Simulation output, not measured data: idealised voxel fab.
The name of this process module is voxel capacitor over wiring.
265 nm wide, 5 nm square cells: that's cross-section cut.
Cross-section format: a grid of square cells, given as bands from top to bottom; each band is one or more rows of cells. It is stipulated that each band's entry specify, in nanometres, the height of the top of the band and then that of its bottom, followed by the materials of the band in left-to-right sequence, each together with its width in nanometres. A single material marked by the word "throughout" is understood to fill the band from edge to edge; the word "blank" is understood to denote empty space. Basically, 0 is our baseline, since under it the wafer straight out of the box is all one material. The bottom band has no lower end and keeps on going down, so it looks like "0 down". Width "30 to 40": first value at the band's top row of cells, second value at its bottom row, equal change from row to row. The cross-section has no changed cell in any step marked "nothing altered". "Encapsulated voids" means: voids of 8 cells or more that are shut off from the top with no open way through. Written width x height at distance, distance from the left edge, in nm. If you see something after the settings on a step's line, that's the simulator's own remark about that step. What "overlay nm" on a step's line means: if the step has a mask, that mask lay this far to the right of its planned place, or, when the value is negative, to the left.

**This section lists the process steps that were planned**
1 RECEIVE,material Si
2 CONFORMAL_DEP,material SiO2,thk nm 10
3 DIRECTIONAL_DEP,material TiN,thk nm 5
4 DIRECTIONAL_DEP,material Ru,thk nm 15
5 MASKED_ETCH,tone cover,mask id METAL_1,width nm 20,pitch nm 70,etch materials Ru,depth nm 15,overlay nm 0
6 MASKED_ETCH,tone cover,mask id METAL_1,width nm 20,pitch nm 70,etch materials TiN,depth nm 5,overlay nm 0
7 CONFORMAL_DEP,material SiCN,thk nm 5
8 FILL_DEP,material lowk,thk nm 10
9 CMP,height nm 30
10 CONFORMAL_DEP,material SiCN,thk nm 5
11 DIRECTIONAL_DEP,material lowk,thk nm 20
12 PATTERN,tone open,mask id PLUG_1,material resist,width nm 15,thk nm 15,overlay nm 0
13 DIRECTIONAL_ETCH,etch materials lowk,depth nm 20
14 DIRECTIONAL_ETCH,etch materials SiCN,depth nm 5
15 STRIP,etch materials resist
16 CONFORMAL_DEP,material TiN,thk nm 5
17 FILL_DEP,material Cu,thk nm 10
18 CMP,height nm 55
19 DIRECTIONAL_DEP,material TiN,thk nm 5
20 DIRECTIONAL_DEP,material HfO2,thk nm 5
21 DIRECTIONAL_DEP,material TiN,thk nm 5
22 PATTERN,tone cover,mask id UPPER_PLATE,material resist,width nm 55,thk nm 20,overlay nm 0
23 DIRECTIONAL_ETCH,etch materials TiN,depth nm 5
24 DIRECTIONAL_ETCH,etch materials HfO2,depth nm 5
25 STRIP,etch materials resist
26 MASKED_ETCH,tone cover,mask id LOWER_PLATE,width nm 65,etch materials TiN,depth nm 5,overlay nm 0
27 FILL_DEP,material SiO2,thk nm 15
28 CMP,height nm 80
29 PATTERN,tone open,mask id PLUG_2,material resist,width nm 15,thk nm 20,overlay nm 0
30 DIRECTIONAL_ETCH,etch materials SiO2,depth nm 10
31 STRIP,etch materials resist
32 CONFORMAL_DEP,material TiN,thk nm 5
33 FILL_DEP,material Cu,thk nm 10
34 CMP,height nm 80
35 CONFORMAL_DEP,material SiN,thk nm 5

**So, the first of our two wafers, run just as we planned it**

**Cross-section of the incoming wafer, state after step 1**
> 0 down = Si throughout
> Encapsulated voids: none

**State of the wafer after step 2, shown in cross-section**
> 10 to 0 = SiO2 throughout
> Heights below 0 show no change.

**State of the wafer after step 3, shown in cross-section**
> 15 to 10 = TiN throughout
> Heights below 10 show no change.

**State of the wafer after step 4, shown in cross-section**
> 30 to 15 = Ru throughout
> Heights below 15 show no change.

**State of the wafer after step 5, shown in cross-section**
> 30 to 15 = 85 nm blank | 20 nm Ru | 50 nm blank | 20 nm Ru | 90 nm blank
> Heights below 15 show no change.

**State of the wafer after step 6, shown in cross-section**
> 30 to 15 = 85 nm blank | 20 nm Ru | 50 nm blank | 20 nm Ru | 90 nm blank
> 15 to 10 = 85 nm blank | 20 nm TiN | 50 nm blank | 20 nm TiN | 90 nm blank
> Heights below 10 show no change.

**State of the wafer after step 7, shown in cross-section**
> 35 to 30 = 80 nm blank | 30 nm SiCN | 40 nm blank | 30 nm SiCN | 85 nm blank
> 30 to 15 = 80 nm blank | 5 nm SiCN | 20 nm Ru | 5 nm SiCN | 40 nm blank | 5 nm SiCN | 20 nm Ru | 5 nm SiCN | 85 nm blank
> 15 to 10 = 85 nm SiCN | 20 nm TiN | 50 nm SiCN | 20 nm TiN | 90 nm SiCN
> Heights below 10 show no change.

**State of the wafer after step 8, shown in cross-section**
> 45 to 35 = lowk throughout
> 35 to 30 = 80 nm lowk | 30 nm SiCN | 40 nm lowk | 30 nm SiCN | 85 nm lowk
> 30 to 15 = 80 nm lowk | 5 nm SiCN | 20 nm Ru | 5 nm SiCN | 40 nm lowk | 5 nm SiCN | 20 nm Ru | 5 nm SiCN | 85 nm lowk
> Heights below 15 show no change.

**State of the wafer after step 9, shown in cross-section**
> 30 to 15 = 80 nm lowk | 5 nm SiCN | 20 nm Ru | 5 nm SiCN | 40 nm lowk | 5 nm SiCN | 20 nm Ru | 5 nm SiCN | 85 nm lowk
> Heights below 15 show no change.

**State of the wafer after step 10, shown in cross-section**
> 35 to 30 = SiCN throughout
> Heights below 30 show no change.

**State of the wafer after step 11, shown in cross-section**
> 55 to 35 = lowk throughout
> Heights below 35 show no change.

**State of the wafer after step 12, shown in cross-section**
> 70 to 55 = 90 nm resist | 15 nm blank | 160 nm resist
> Heights below 55 show no change.

**State of the wafer after step 13, shown in cross-section**
> 70 to 55 = 90 nm resist | 15 nm blank | 160 nm resist
> 55 to 35 = 90 nm lowk | 15 nm blank | 160 nm lowk
> Heights below 35 show no change.

**State of the wafer after step 14, shown in cross-section**
> 70 to 55 = 90 nm resist | 15 nm blank | 160 nm resist
> 55 to 35 = 90 nm lowk | 15 nm blank | 160 nm lowk
> 35 to 30 = 90 nm SiCN | 15 nm blank | 160 nm SiCN
> Heights below 30 show no change.

**State of the wafer after step 15, shown in cross-section**
> 55 to 35 = 90 nm lowk | 15 nm blank | 160 nm lowk
> Heights below 35 show no change.

**State of the wafer after step 16, shown in cross-section**
> 60 to 55 = 95 nm TiN | 5 nm blank | 165 nm TiN
> 55 to 35 = 90 nm lowk | 5 nm TiN | 5 nm blank | 5 nm TiN | 160 nm lowk
> 35 to 30 = 90 nm SiCN | 15 nm TiN | 160 nm SiCN
> Heights below 30 show no change.

**State of the wafer after step 17, shown in cross-section**
> 70 to 60 = Cu throughout
> 60 to 55 = 95 nm TiN | 5 nm Cu | 165 nm TiN
> 55 to 35 = 90 nm lowk | 5 nm TiN | 5 nm Cu | 5 nm TiN | 160 nm lowk
> Heights below 35 show no change.

**State of the wafer after step 18, shown in cross-section**
> 55 to 35 = 90 nm lowk | 5 nm TiN | 5 nm Cu | 5 nm TiN | 160 nm lowk
> Heights below 35 show no change.

**State of the wafer after step 19, shown in cross-section**
> 60 to 55 = TiN throughout
> Heights below 55 show no change.

**State of the wafer after step 20, shown in cross-section**
> 65 to 60 = HfO2 throughout
> Heights below 60 show no change.

**State of the wafer after step 21, shown in cross-section**
> 70 to 65 = TiN throughout
> Heights below 65 show no change.

**State of the wafer after step 22, shown in cross-section**
> 90 to 70 = 90 nm blank | 55 nm resist | 120 nm blank
> Heights below 70 show no change.

**State of the wafer after step 23, shown in cross-section**
> 90 to 70 = 90 nm blank | 55 nm resist | 120 nm blank
> 70 to 65 = 90 nm blank | 55 nm TiN | 120 nm blank
> Heights below 65 show no change.

**State of the wafer after step 24, shown in cross-section**
> 90 to 70 = 90 nm blank | 55 nm resist | 120 nm blank
> 70 to 65 = 90 nm blank | 55 nm TiN | 120 nm blank
> 65 to 60 = 90 nm blank | 55 nm HfO2 | 120 nm blank
> Heights below 60 show no change.

**State of the wafer after step 25, shown in cross-section**
> 70 to 65 = 90 nm blank | 55 nm TiN | 120 nm blank
> Heights below 65 show no change.

**State of the wafer after step 26, shown in cross-section**
> 70 to 65 = 90 nm blank | 55 nm TiN | 120 nm blank
> 65 to 60 = 90 nm blank | 55 nm HfO2 | 120 nm blank
> 60 to 55 = 85 nm blank | 65 nm TiN | 115 nm blank
> Heights below 55 show no change.

**State of the wafer after step 27, shown in cross-section**
> 85 to 70 = SiO2 throughout
> 70 to 65 = 90 nm SiO2 | 55 nm TiN | 120 nm SiO2
> 65 to 60 = 90 nm SiO2 | 55 nm HfO2 | 120 nm SiO2
> 60 to 55 = 85 nm SiO2 | 65 nm TiN | 115 nm SiO2
> Heights below 55 show no change.

**State of the wafer after step 28, shown in cross-section**
> 80 to 70 = SiO2 throughout
> Heights below 70 show no change.

**State of the wafer after step 29, shown in cross-section**
> 100 to 80 = 100 nm resist | 15 nm blank | 150 nm resist
> Heights below 80 show no change.

**State of the wafer after step 30, shown in cross-section**
> 100 to 80 = 100 nm resist | 15 nm blank | 150 nm resist
> 80 to 70 = 100 nm SiO2 | 15 nm blank | 150 nm SiO2
> Heights below 70 show no change.

**State of the wafer after step 31, shown in cross-section**
> 80 to 70 = 100 nm SiO2 | 15 nm blank | 150 nm SiO2
> Heights below 70 show no change.

**State of the wafer after step 32, shown in cross-section**
> 85 to 80 = 105 nm TiN | 5 nm blank | 155 nm TiN
> 80 to 75 = 100 nm SiO2 | 5 nm TiN | 5 nm blank | 5 nm TiN | 150 nm SiO2
> 75 to 65 = 100 to 90 nm SiO2 | 15 to 55 nm TiN | 150 to 120 nm SiO2
> Heights below 65 show no change.

**State of the wafer after step 33, shown in cross-section**
> 95 to 85 = Cu throughout
> 85 to 80 = 105 nm TiN | 5 nm Cu | 155 nm TiN
> 80 to 75 = 100 nm SiO2 | 5 nm TiN | 5 nm Cu | 5 nm TiN | 150 nm SiO2
> Heights below 75 show no change.

**State of the wafer after step 34, shown in cross-section**
> 80 to 75 = 100 nm SiO2 | 5 nm TiN | 5 nm Cu | 5 nm TiN | 150 nm SiO2
> Heights below 75 show no change.

**State of the wafer after step 35, shown in cross-section**
> 85 to 80 = SiN throughout
> Heights below 80 show no change.

**Second wafer, same starting conditions and recipe as the first, one mistake in executing it, nothing differs from the first up to and including step 33**

**Second wafer cross-section, taken as of the time the plan sets for step 34 to be done**
> 70 to 65 = 90 nm SiO2 | 55 nm TiN | 120 nm SiO2
> Heights below 65 show no change.

**Second wafer cross-section, taken as of the time the plan sets for step 35 to be done**
> 75 to 70 = SiN throughout
> Heights below 70 show no change.
What was the processing mistake? heads up, step 34 didn't go per plan, it actually ran as CMP,height nm 70
The second wafer ends with more or fewer cells of some materials than the first, per final count: 1 fewer of Cu | 100 fewer of SiO2 | 5 fewer of TiN
